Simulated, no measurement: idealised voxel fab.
Title: Process Module voxel tone inversion
Cross-section cut spans 250 nm and uses square cells 5 nm in size.
When this document writes out a cross-section, it uses a grid of square cells and lists it as bands, beginning at the top and moving down, with a band standing for one or more rows of cells. What a band's entry tells you: where the top is and where the bottom is, as heights in nm, and after that what lies inside, material by material from left to right, each with its width in nm. Empty space is written as the word "empty", and a single material marked with the word "all across" occupies the band from edge to edge. Heights are reckoned from 0. Under this level, the received wafer is all of one material. The bottommost band is open-ended downward, for example "z 0 and below". It should be noted that a width expressed as "30 to 40" varies in equal increments from row to row of cells within the band, taking the value of the first number at the top row and that of the second number at the bottom row. "no alteration" for a step: no cell of the cross-section changed in that step. For the entry "Closed void register", the listed items are empty spaces with no open way to the top whose size is 8 cells or more; each item follows the pattern width x height at distance, where distance is from the left edge and all three are in nm. Note: text after step settings on the step line = simulator remark on that step. Steps that use a mask can have "overlay nm" on their line. It says how far the mask sat to the right of where it was meant to be. Negative means to the left.
-- The planned process steps are enumerated hereunder
step 1: RECEIVE,material Si
step 2: CONFORMAL_DEP,material SiCN,thk nm 5
step 3: DIRECTIONAL_DEP,material aC,thk nm 20
step 4: PATTERN,tone cover,mask id POSTS,material resist,width nm 15,pitch nm 35,thk nm 30,overlay nm 0
step 5: DIRECTIONAL_ETCH,etch materials aC,depth nm 20
step 6: STRIP,etch materials resist
step 7: FILL_DEP,material lowk,thk nm 10
step 8: CMP,height nm 25
step 9: STRIP,etch materials aC
step 10: CONFORMAL_DEP,material TiN,thk nm 5
step 11: FILL_DEP,material W,thk nm 5
step 12: CMP,height nm 25
step 13: CONFORMAL_DEP,material SiN,thk nm 5
-- Incoming wafer in cross-section (state: after step 1)
    z 0 and below | Si all across
    Closed void register: none
-- First wafer of two, sectioned at end of module; run went per plan
    z 30 to 25 | SiN all across
    z 25 to 10 | 65 lowk | 5 TiN | 5 W | 5 TiN | 20 lowk | 5 TiN | 5 W | 5 TiN | 20 lowk | 5 TiN | 5 W | 5 TiN | 20 lowk | 5 TiN | 5 W | 5 TiN | 65 lowk
    z 10 to 5 | 65 lowk | 15 TiN | 20 lowk | 15 TiN | 20 lowk | 15 TiN | 20 lowk | 15 TiN | 65 lowk
    z 5 to 0 | SiCN all across
    z 0 and below | Si all across
    Closed void register: none
-- Cross-section at end of module for the second wafer of two, which matched the first in starting point and plan and differed by one mistake in its processing
    z 30 to 25 | SiN all across
    z 25 to 20 | lowk all across
    z 20 to 0 | 65 lowk | 15 aC | 20 lowk | 15 aC | 20 lowk | 15 aC | 20 lowk | 15 aC | 65 lowk
    z 0 and below | Si all across
    Closed void register: none
In executing the process, a mistake was made relative to the plan: step 2 of the plan was omitted and not executed
Final wafer comparison in cells, second versus first, more or fewer per material: -50 SiCN; -36 TiN; -12 W; +48 aC; +50 lowk
